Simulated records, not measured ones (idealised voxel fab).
The following process module bears the name voxel self aligned vias.
Displayed cross-section: cut, width of 240 nm, square cells sized 5 nm.
A cross-section is written here as square cells arranged in a grid, and it is given in bands from the top down, each band taking up one or more rows of cells.
Look at the band entry: it leads with the top's height and the bottom's height in nm. Then it lists the materials left to right, with a width in nm for each. The word "edge to edge" on a single material says that material fills the band edge to edge. The word "blank" is empty space.
Height reference: 0 = level under which incoming wafer is all one material. Lowest band: no bottom, runs on downward, e.g. "0 -> down".
Quick explanation for "30..40": the width changes in equal steps down the rows of cells, from the first number in the band's top row to the second number in its bottom row.
Take "nothing changed" at face value: in the step it is given for, the cross-section changed in none of its cells.
In the "Trapped void list" entry, you get each enclosed empty space of 8 cells or more, one with no open way to the top, written width x height at distance, distance from the left edge, in nm.
Formally, on a step line, whatever follows the settings is a remark that the simulator itself makes on the step.
"overlay nm" on a masked step: distance the mask lay right of its planned place, negative for left.
**This section lists the process steps that were planned**
1 RECEIVE, material Si
2 CONFORMAL_DEP, material SiO2, thk nm 15
3 CONFORMAL_DEP, material SiCN, thk nm 5
4 DIRECTIONAL_DEP, material SiO2, thk nm 20
5 DIRECTIONAL_DEP, material aC, thk nm 10
6 PATTERN, tone open, mask id LINES, material resist, width nm 25, pitch nm 55, thk nm 30, overlay nm 0
7 DIRECTIONAL_ETCH, etch materials aC, depth nm 10
8 STRIP, etch materials resist
9 DIRECTIONAL_ETCH, etch materials SiO2, depth nm 20
10 STRIP, etch materials aC
11 CONFORMAL_DEP, material TiN, thk nm 5
12 FILL_DEP, material W, thk nm 5
13 CMP, height nm 40
14 SELECTIVE_ETCH, etch materials W Ru TiN, depth nm 5
15 FILL_DEP, material SiN, thk nm 5
16 CMP, height nm 40
17 DIRECTIONAL_DEP, material SiO2, thk nm 20
18 DIRECTIONAL_DEP, material aC, thk nm 10
19 PATTERN, tone open, mask id VIAS, material resist, width nm 35, pitch nm 55, thk nm 25, overlay nm 0
20 DIRECTIONAL_ETCH, etch materials aC, depth nm 10
21 STRIP, etch materials resist
22 DIRECTIONAL_ETCH, etch materials SiO2, depth nm 20
23 DIRECTIONAL_ETCH, etch materials SiN, depth nm 5
24 STRIP, etch materials aC
25 CONFORMAL_DEP, material TiN, thk nm 5
26 FILL_DEP, material Ru, thk nm 5
27 CMP, height nm 60
28 CONFORMAL_DEP, material SiN, thk nm 5
**This is the cross-section of the wafer as we received it, i.e. after step 1**
- 0 -> down = Si edge to edge
- Trapped void list: none
**first wafer at the end, as planned**
- 65 -> 60 = SiN edge to edge
- 60 -> 45 = 75 SiO2  5 TiN  25 Ru  5 TiN  20 SiO2  5 TiN  25 Ru  5 TiN  75 SiO2
- 45 -> 40 = 75 SiO2  10 TiN  15 Ru  10 TiN  20 SiO2  10 TiN  15 Ru  10 TiN  75 SiO2
- 40 -> 35 = 80 SiO2  25 TiN  30 SiO2  25 TiN  80 SiO2
- 35 -> 25 = 80 SiO2  5 TiN  15 W  5 TiN  30 SiO2  5 TiN  15 W  5 TiN  80 SiO2
- 25 -> 20 = 80 SiO2  25 TiN  30 SiO2  25 TiN  80 SiO2
- 20 -> 15 = SiCN edge to edge
- 15 -> 0 = SiO2 edge to edge
- 0 -> down = Si edge to edge
- Trapped void list: none
**Cross-sectional view: second of two wafers, end of module; start and plan identical to the first, one mistake in running**
- 65 -> 60 = SiN edge to edge
- 60 -> 45 = 80 SiO2  5 TiN  20 Ru  5 TiN  25 SiO2  5 TiN  20 Ru  5 TiN  75 SiO2
- 45 -> 40 = 80 SiO2  5 TiN  15 Ru  10 TiN  25 SiO2  5 TiN  15 Ru  10 TiN  75 SiO2
- 40 -> 35 = 80 SiO2  25 TiN  30 SiO2  25 TiN  80 SiO2
- 35 -> 25 = 80 SiO2  5 TiN  15 W  5 TiN  30 SiO2  5 TiN  15 W  5 TiN  80 SiO2
- 25 -> 20 = 80 SiO2  25 TiN  30 SiO2  25 TiN  80 SiO2
- 20 -> 15 = SiCN edge to edge
- 15 -> 0 = SiO2 edge to edge
- 0 -> down = Si edge to edge
- Trapped void list: none
Finding, execution versus plan: heads up, step 19 didn't go per plan, it actually ran as PATTERN, tone open, mask id VIAS, material resist, width nm 30, pitch nm 55, thk nm 25, overlay nm 0
In the final state, the cell counts of the second wafer exceed or fall short of those of the first for the following materials: 6 fewer of Ru | 8 more of SiO2 | 2 fewer of TiN
